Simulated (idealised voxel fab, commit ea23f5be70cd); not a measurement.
Module name: voxel spacer lines (process module)
240 nm wide, 5 nm square cells: that's cross-section cut.
Cross-sections here: square-cell grids, written as top-down lists of bands, a band being one or more rows of cells. Band: top and bottom heights (nm) first, top before bottom; then materials from left to right, widths in nm. "all across" marks a sole material filling the band edge to edge. "blank" denotes empty space. Heights are reckoned from 0. Under this level, the received wafer is all of one material. The bottommost band is open-ended downward, for example "0 nm and below". Quick explanation for "30..40": the width changes in equal steps down the rows of cells, from the first number in the band's top row to the second number in its bottom row. It should be understood that the words "nothing different", when stated for a given step, signify that the cross-section underwent no change in any of its cells during that step. You'll see "Enclosed void entries" listing empty spaces that have no way open to the top, as long as they're 8 cells or more; the notation is width x height at distance, where the distance is from the left edge, and all of it is in nm. The remark found on a step's line after its settings is issued by the simulator itself and pertains to that step. A step line may carry the setting "overlay nm", which, for steps involving a mask, states the distance by which the mask lay to the right of its intended position; negative values denote displacement to the left.

The planned process steps are enumerated hereunder
- 1: RECEIVE | material Si
- 2: CONFORMAL_DEP | material SiO2 | thk nm 5
- 3: DIRECTIONAL_DEP | material TiN | thk nm 20
- 4: DIRECTIONAL_DEP | material aC | thk nm 20
- 5: PATTERN | tone cover | mask id MANDREL | material resist | width nm 20 | pitch nm 70 | thk nm 30 | overlay nm 0
- 6: DIRECTIONAL_ETCH | etch materials aC | depth nm 20
- 7: STRIP | etch materials resist
- 8: CONFORMAL_DEP | material SiN | thk nm 15
- 9: DIRECTIONAL_ETCH | etch materials SiN | depth nm 15
- 10: STRIP | etch materials aC
- 11: DIRECTIONAL_ETCH | etch materials TiN | depth nm 20
- 12: STRIP | etch materials SiN
- 13: FILL_DEP | material SiO2 | thk nm 5
- 14: CMP | height nm 25

The cross-section here shows the wafer as received, i.e. in its state after step 1
  0 nm and below = Si all across
  Enclosed void entries: none

first wafer at the end, as planned
  25 nm to 5 nm = SiO2=60 / TiN=15 / SiO2=20 / TiN=15 / SiO2=20 / TiN=15 / SiO2=20 / TiN=15 / SiO2=60
  5 nm to 0 nm = SiO2 all across
  0 nm and below = Si all across
  Enclosed void entries: none

Second wafer through the module, sectioned at the end: same beginning and same plan as the first wafer, with one mistake in carrying it out
  25 nm to 0 nm = SiO2 all across
  0 nm and below = Si all across
  Enclosed void entries: none
Short version of what went wrong: it should be noted that step 3 was executed with settings other than those planned, the operation and settings actually applied being DIRECTIONAL_DEP | material SiO2 | thk nm 20
Final cells, second wafer relative to first, materials higher or lower: SiO2 +48 | TiN -48
